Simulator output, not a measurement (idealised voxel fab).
Module name: voxel self aligned contacts (process module)
We display cut, a cross-section 255 nm in width whose square cells are each 5 nm.
Throughout this document, each cross-section is represented as a grid of square cells and is presented as a sequence of bands enumerated from the top downward, where a band comprises one or more rows of cells. What a band's entry tells you: where the top is and where the bottom is, as heights in nm, and after that what lies inside, material by material from left to right, each with its width in nm. Empty space is written as the word "empty", and a single material marked with the word "full width" occupies the band from edge to edge. Counting heights begins at 0, where everything beneath is, in the wafer as received, one material. The lowest band has no bottom; it goes on downwards, as "z 0 and below" shows. When a width is written as two numbers, as in "30..40", the first number is the width in the top row of cells of the band and the second is the width in its bottom row, and the width changes by the same amount from each row to the next. "nothing different" means the step left every cell of the cross-section as it was. Empty spaces counting at least 8 cells and having no open way to the top are listed in "Non-vented voids". The notation width x height at distance is used for each, the distance being from the left edge and all three values in nm. That trailing text on a step's line, after the settings, is the simulator's own remark on the step. When a step includes a mask, the "overlay nm" setting on its line states how far to the right of its planned place that mask lay, and negative values state how far to the left.

**Below is the list of planned process steps**
1) RECEIVE,material Si
2) OXIDIZE,depth nm 5
3) DIRECTIONAL_DEP,material polySi,thk nm 25
4) DIRECTIONAL_DEP,material SiN,thk nm 20
5) MASKED_ETCH,tone cover,mask id GATE,width nm 35,pitch nm 70,etch materials SiN,depth nm 20,overlay nm 0
6) MASKED_ETCH,tone cover,mask id GATE,width nm 35,pitch nm 70,etch materials polySi,depth nm 25,overlay nm 0
7) CONFORMAL_DEP,material SiN,thk nm 5
8) DIRECTIONAL_ETCH,etch materials SiN,depth nm 5
9) FILL_DEP,material SiO2,thk nm 10
10) CMP,height nm 50
11) DIRECTIONAL_DEP,material aC,thk nm 10
12) PATTERN,tone open,mask id CONTACT,material resist,width nm 45,thk nm 30,overlay nm 0
13) DIRECTIONAL_ETCH,etch materials aC,depth nm 10
14) STRIP,etch materials resist
15) DIRECTIONAL_ETCH,etch materials SiO2,depth nm 55
16) STRIP,etch materials aC
17) CONFORMAL_DEP,material TiN,thk nm 5
18) FILL_DEP,material W,thk nm 5
19) CMP,height nm 50
20) CONFORMAL_DEP,material SiCN,thk nm 5

**This is the cross-section of the wafer as we received it, i.e. after step 1**
- z 0 and below | Si full width
- Non-vented voids: none

**Cross-section, first of two wafers, end of module, run as planned**
- z 55 to 50 | SiCN full width
- z 50 to 45 | SiO2 105 nm, TiN 15 nm, W 15 nm, TiN 15 nm, SiO2 105 nm
- z 45 to 25 | SiO2 70 nm, SiN 45 nm, TiN 5 nm, W 15 nm, TiN 5 nm, SiN 45 nm, SiO2 70 nm
- z 25 to 0 | SiO2 70 nm, SiN 5 nm, polySi 35 nm, SiN 5 nm, TiN 5 nm, W 15 nm, TiN 5 nm, SiN 5 nm, polySi 35 nm, SiN 5 nm, SiO2 70 nm
- z 0 to -5 | SiO2 115 nm, TiN 25 nm, SiO2 115 nm
- z -5 and below | Si full width
- Non-vented voids: none

**Same start, same plan as the first wafer - but one mistake in the run. Cross-section of the second of the two at the end of the module**
- z 55 to 50 | SiCN full width
- z 50 to 35 | SiO2 70 nm, SiN 45 nm, TiN 5 nm, W 15 nm, TiN 5 nm, SiN 45 nm, SiO2 70 nm
- z 35 to 15 | SiO2 70 nm, SiN 5 nm, polySi 35 nm, SiN 5 nm, TiN 5 nm, W 15 nm, TiN 5 nm, SiN 5 nm, polySi 35 nm, SiN 5 nm, SiO2 70 nm
- z 15 to 10 | SiO2 70 nm, SiN 5 nm, polySi 35 nm, SiN 5 nm, TiN 25 nm, SiN 5 nm, polySi 35 nm, SiN 5 nm, SiO2 70 nm
- z 10 to 0 | polySi full width
- z 0 to -5 | SiO2 full width
- z -5 and below | Si full width
- Non-vented voids: none
Want to know what went wrong? so step 3 ended up running with a different setting than we planned, it ran as DIRECTIONAL_DEP,material polySi,thk nm 35
The final cell counts differ between the wafers, with the second having more or fewer of some materials than the first: SiN: 18 fewer; SiO2: 65 fewer; TiN: 10 fewer; W: 9 fewer; polySi: 102 more
